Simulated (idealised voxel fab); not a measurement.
Process module name: voxel transistor to metal
The cross-section on display is named cut; it measures 210 nm wide, and its cells are 5 nm squares.
Cross-section spec: square-cell grid; bands listed top down; each band is one or more rows.
The entry gives the band's vertical extent as a top height and a bottom height in nm, then its horizontal make-up as materials from left to right, each with a width in nm. "air" stands for empty space; a single material marked "throughout" fills the band edge to edge.
Measure heights from 0. That's the level where, below it, the as-received wafer is all one material. The lowest band is bottomless and extends downward; write it as in "0 -> down".
The two numbers in a width such as "30 to 40" mark its ends across the band: the first belongs to the top row of cells, the second to the bottom row, and from each row to the next the width moves by the same amount.
Take "stayed the same" at face value: in the step it is given for, the cross-section changed in none of its cells.
Sealed voids: empty space of 8 cells or more with no open way to the top, each as width x height at its distance from the left edge, in nm
On each step's line, the part that comes after the settings is the simulator's own comment on the step.
For masked steps, "overlay nm" on the step line gives how far right of plan the mask actually lay; a minus sign means it lay to the left.
# Intended process steps
step 1: RECEIVE with material Si
step 2: CONFORMAL_DEP with material SiO2, thk nm 5
step 3: CONFORMAL_DEP with material SiN, thk nm 15
step 4: DIRECTIONAL_DEP with material aC, thk nm 10
step 5: PATTERN with tone cover, mask id ACTIVE, material resist, width nm 115, thk nm 25, overlay nm 0
step 6: DIRECTIONAL_ETCH with etch materials aC, depth nm 10
step 7: STRIP with etch materials resist
step 8: DIRECTIONAL_ETCH with etch materials SiN, depth nm 15
step 9: DIRECTIONAL_ETCH with etch materials SiO2, depth nm 5
step 10: DIRECTIONAL_ETCH with etch materials Si, depth nm 20
step 11: STRIP with etch materials aC
step 12: OXIDIZE with depth nm 5
step 13: FILL_DEP with material SiO2, thk nm 15
step 14: CMP with height nm 20
step 15: SELECTIVE_ETCH with etch materials SiO2, depth nm 15
step 16: STRIP with etch materials SiN
step 17: SELECTIVE_ETCH with etch materials SiO2, depth nm 5
step 18: OXIDIZE with depth nm 5
step 19: DIRECTIONAL_DEP with material polySi, thk nm 30
step 20: DIRECTIONAL_DEP with material SiCN, thk nm 10
step 21: PATTERN with tone cover, mask id GATE, material resist, width nm 25, thk nm 20, overlay nm 0
step 22: DIRECTIONAL_ETCH with etch materials SiCN, depth nm 20
step 23: DIRECTIONAL_ETCH with etch materials polySi, depth nm 40
step 24: STRIP with etch materials resist
step 25: CONFORMAL_DEP with material SiO2, thk nm 5
step 26: DIRECTIONAL_ETCH with etch materials SiO2, depth nm 5
step 27: CONFORMAL_DEP with material SiN, thk nm 5
step 28: DIRECTIONAL_ETCH with etch materials SiN, depth nm 5
step 29: DIRECTIONAL_ETCH with etch materials SiO2, depth nm 5
step 30: EPI with material SiGe, thk nm 5
step 31: FILL_DEP with material SiO2, thk nm 10
step 32: CMP with height nm 40
step 33: DIRECTIONAL_DEP with material SiO2, thk nm 10
step 34: MASKED_ETCH with tone open, mask id CONTACT, width nm 30, pitch nm 65, etch materials SiO2, depth nm 50, overlay nm 0
step 35: CONFORMAL_DEP with material TiN, thk nm 5
step 36: FILL_DEP with material W, thk nm 10
step 37: CMP with height nm 50
step 38: CONFORMAL_DEP with material SiN, thk nm 5
step 39: DIRECTIONAL_DEP with material SiO2, thk nm 20
step 40: MASKED_ETCH with tone open, mask id METAL_1, width nm 15, pitch nm 80, etch materials SiO2, depth nm 20, overlay nm 0
step 41: MASKED_ETCH with tone open, mask id METAL_1, width nm 15, pitch nm 80, etch materials SiN, depth nm 5, overlay nm 0
step 42: CONFORMAL_DEP with material TiN, thk nm 5
step 43: FILL_DEP with material W, thk nm 10
step 44: CMP with height nm 75
step 45: EPI with material Ru, thk nm 5
step 46: FILL_DEP with material SiCN, thk nm 5
# The cross-section here shows the wafer as received, i.e. in its state after step 1
* 0 -> down: Si throughout
* Sealed voids: none
# a wafer at the end: this start, this plan, one mistake
* 85 -> 80: SiCN throughout
* 80 -> 75: SiCN=50 | Ru=25 | SiCN=55 | Ru=25 | SiCN=55
* 75 -> 55: SiO2=55 | TiN=5 | W=5 | TiN=5 | SiO2=65 | TiN=5 | W=5 | TiN=5 | SiO2=60
* 55 -> 50: SiN=55 | TiN=15 | SiN=65 | TiN=15 | SiN=60
* 50 -> 40: SiO2=55 | TiN=5 | W=20 to 15 | TiN=5 to 10 | SiO2=35 | TiN=5 to 10 | W=20 to 15 | TiN=5 | SiO2=60
* 40 -> 30: SiO2=55 | TiN=5 | W=15 | TiN=5 | SiN=5 | SiO2=5 | SiCN=25 | SiO2=5 | SiN=5 | TiN=5 | W=15 | TiN=5 | SiO2=60
* 30 -> 5: SiO2=55 | TiN=5 | W=15 | TiN=5 | SiN=5 | SiO2=5 | polySi=25 | SiO2=5 | SiN=5 | TiN=5 | W=15 | TiN=5 | SiO2=60
* 5 -> 0: SiO2=55 | TiN=25 | SiN=5 | SiO2=5 | polySi=25 | SiO2=5 | SiN=5 | TiN=25 | SiO2=60
* 0 -> -5: SiO2=40 | SiN=5 | SiO2=5 | SiGe=30 | SiO2=45 | SiGe=30 | SiO2=5 | SiN=5 | SiO2=45
* -5 -> -15: SiO2=40 | SiN=5 | SiO2=10 | Si=95 | SiO2=10 | SiN=5 | SiO2=45
* -15 -> -25: SiO2=55 to 50 | Si=95 to 105 | SiO2=60 to 55
* -25 -> down: Si throughout
* Sealed voids: none
Deviation from plan: it should be noted that step 15 of the plan was executed twice
